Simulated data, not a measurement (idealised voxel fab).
Module name: voxel released beams (process module)
The figure presents cross-section cut, which has a width of 210 nm and is divided into square cells with an edge length of 5 nm.
In this document a cross-section is written as a grid of square cells. It is given as a series of bands, listed from the top down, and a band is one or more rows of cells. The band entry comprises the height of the band's top followed by the height of its bottom, expressed in nm, and subsequently the band's materials from left to right, each stated together with its width in nm. Where a single material is marked with the word "edge to edge", that material fills the band from edge to edge. The word "air" represents empty space. For the purposes of this specification, 0 denotes the height below which the wafer in its as-received condition is composed wholly of one material, and the lowermost band, lacking a lower limit, extends downward without end, as expressed in "0 and below". So if you see something like "30..40" for the width, read it as the top row of the band sitting at the first number and the bottom row at the second, with every row in between moving by the same amount as the last. A step reported as "changes: none" is a step in which no cell of the cross-section changed. Closed-off voids of 8+ cells (no open route to the top) go in "Closed empty spaces", written width x height at distance from the left edge, in nm. Anything after a step's settings on that line? It's the simulator's own note about the step. If you see "overlay nm" on a step's line and that step has a mask, it's telling you how far right of where it was planned the mask ended up; a negative number means it went left instead.
## Listed below are the process steps as planned
step 1: RECEIVE, material Si
step 2: CONFORMAL_DEP, material Al2O3, thk nm 10
step 3: DIRECTIONAL_DEP, material SiO2, thk nm 20
step 4: PATTERN, tone open, mask id ANCHOR, material resist, width nm 35, thk nm 20, overlay nm 0
step 5: DIRECTIONAL_ETCH, etch materials SiO2, depth nm 20
step 6: STRIP, etch materials resist
step 7: CONFORMAL_DEP, material polySi, thk nm 15
step 8: MASKED_ETCH, tone cover, mask id BEAM, width nm 115, etch materials polySi, depth nm 15, overlay nm 0
step 9: STRIP, etch materials SiO2
## As-received state of the wafer in cross-section, equivalent to post-step 1
0 and below: Si edge to edge
Closed empty spaces: none
## Cross-sectional view of the first of the two wafers upon completion of the module, processed in accordance with the plan
45 down to 30: 45 air, 20 polySi, 5 air, 90 polySi, 50 air
30 down to 25: 50 air, 15 polySi, 5 air, 15 polySi, 125 air
25 down to 10: 50 air, 35 polySi, 125 air
10 down to 0: Al2O3 edge to edge
0 and below: Si edge to edge
Closed empty spaces: none
## Wafer two cross-section, module end. Start and plan unchanged from wafer one; one mistake made during the run
45 down to 30: 45 air, 115 polySi, 50 air
30 down to 20: Al2O3 edge to edge
20 down to 0: SiO2 edge to edge
0 and below: Si edge to edge
Closed empty spaces: none
The mistake made against the process plan was this: so 2 and 3 got swapped relative to the plan, each ran where the other was supposed to
Materials where the second wafer ends with more or fewer cells than the first: SiO2 +168, polySi -24
